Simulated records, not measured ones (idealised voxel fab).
process module | voxel plated lines
cross-section cut | 285 nm wide | cells 5 nm
A cross-section is a grid of square cells, given in bands from the top down. A band is one or more rows of cells.
Each band's line starts with the height of the band's top and of its bottom, in nm. Then come its materials from left to right, each with its width in nm. One material with "throughout" fills the band from edge to edge. "air" is empty space.
Height 0 is the level under which the wafer as received is all one material. The lowest band goes on downwards, as in "0 down".
A width such as "30 to 40" changes by the same amount from each row of cells to the next, from the band's top row to its bottom row.
"no change" after a step means that no cell of the cross-section changed.
closed voids: empty space of 8 cells or more with no open way to the top, each as width x height at its distance from the left edge, in nm
after a step's settings: what the simulator itself notes on the step
overlay nm, on a step with a mask: how far to the right of its planned place the mask lay; to the left if negative
plan
1 op RECEIVE | material Si
2 op CONFORMAL_DEP | material SiN | thk nm 10
3 op DIRECTIONAL_DEP | material TiN | thk nm 5
4 op PATTERN | tone open | mask id LINES | material resist | width nm 20 | pitch nm 40 | thk nm 15 | overlay nm 0
5 op EPI | material Ru | thk nm 10
6 op STRIP | etch materials resist
7 op DIRECTIONAL_ETCH | etch materials TiN | depth nm 5
8 op CONFORMAL_DEP | material SiN | thk nm 10
as received, after step 1
  0 down: Si throughout
  closed voids: none
a wafer at the end: this start, this plan, one mistake
  35 to 25: air 90 | SiN 80 | air 115
  25 to 20: air 90 | SiN 10 | Ru 20 | SiN 20 | Ru 20 | SiN 10 | air 115
  20 to 15: SiN 100 | Ru 20 | SiN 20 | Ru 20 | SiN 125
  15 to 10: SiN 100 | TiN 20 | SiN 20 | TiN 20 | SiN 125
  10 to 0: SiN throughout
  0 down: Si throughout
  closed voids: none
what went wrong: step 4 ran as: op PATTERN | tone open | mask id LINES | material resist | width nm 20 | pitch nm 40 | thk nm 15 | overlay nm -10
